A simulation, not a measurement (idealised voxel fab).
The following process module bears the name voxel ribs on slabs.
Section shown: cut. Width: 140 nm. Cell size: 5 nm, square.
Format of a cross-section: grid, square cells. Given as bands. Order: top down. Band: one or more rows of cells. It is stipulated that each band's entry specify, in nanometres, the height of the top of the band and then that of its bottom, followed by the materials of the band in left-to-right sequence, each together with its width in nanometres. A single material marked by the word "all across" is understood to fill the band from edge to edge; the word "blank" is understood to denote empty space. Heights are reckoned from 0. Under this level, the received wafer is all of one material. The bottommost band is open-ended downward, for example "0..down". Read "30..40" as a graded width: first number on top, second number at the bottom, same change between each pair of neighbouring rows. Any step labelled "left unchanged" changed none of the cells in the cross-section. Enclosed voids (no open way to top), threshold 8 cells or more, entry "Closed internal cavities", notation width x height at distance, distance from left edge, nm. What comes after the settings on a step's line is commentary from the simulator itself on that step. When a step includes a mask, the "overlay nm" setting on its line states how far to the right of its planned place that mask lay, and negative values state how far to the left.

-- Listed below are the process steps as planned
1 RECEIVE [material Si]
2 DIRECTIONAL_DEP [material SiO2] [thk nm 20]
3 DIRECTIONAL_DEP [material polySi] [thk nm 15]
4 MASKED_ETCH [tone cover] [mask id RIB] [width nm 15] [etch materials polySi] [depth nm 10] [overlay nm 0]
5 MASKED_ETCH [tone cover] [mask id SLAB] [width nm 45] [etch materials polySi] [depth nm 5] [overlay nm 0]
6 FILL_DEP [material SiO2] [thk nm 20]
7 CMP [height nm 50]
8 DIRECTIONAL_DEP [material W] [thk nm 5]
9 DIRECTIONAL_DEP [material aC] [thk nm 10]
10 PATTERN [tone cover] [mask id HEATER] [material resist] [width nm 25] [thk nm 30] [overlay nm 0]
11 DIRECTIONAL_ETCH [etch materials aC] [depth nm 10]
12 STRIP [etch materials resist]
13 DIRECTIONAL_ETCH [etch materials W] [depth nm 5]
14 STRIP [etch materials aC]
15 CONFORMAL_DEP [material SiN] [thk nm 5]

-- The cross-section here shows the wafer as received, i.e. in its state after step 1
    0..down | Si all across
    Closed internal cavities: none

-- End-of-module cross-section of the first of two wafers, processed as planned
    60..55 | blank: 50; SiN: 35; blank: 55
    55..50 | SiN: 55; W: 25; SiN: 60
    50..35 | SiO2 all across
    35..25 | SiO2: 60; polySi: 15; SiO2: 65
    25..20 | SiO2: 45; polySi: 45; SiO2: 50
    20..0 | SiO2 all across
    0..down | Si all across
    Closed internal cavities: none

-- Here is the second of the two wafers cut open at the end of the module - same start, same plan as the first one, but we made one mistake running it
    5..0 | SiN all across
    0..down | Si all across
    Closed internal cavities: none
Want to know what went wrong? step 14 ran differently from the plan; actual operation with settings: STRIP [etch materials SiO2]
End check, counted in cells, second wafer has more or fewer of these materials than the first: 2 fewer of SiN, 265 fewer of SiO2, 5 fewer of W, 15 fewer of polySi
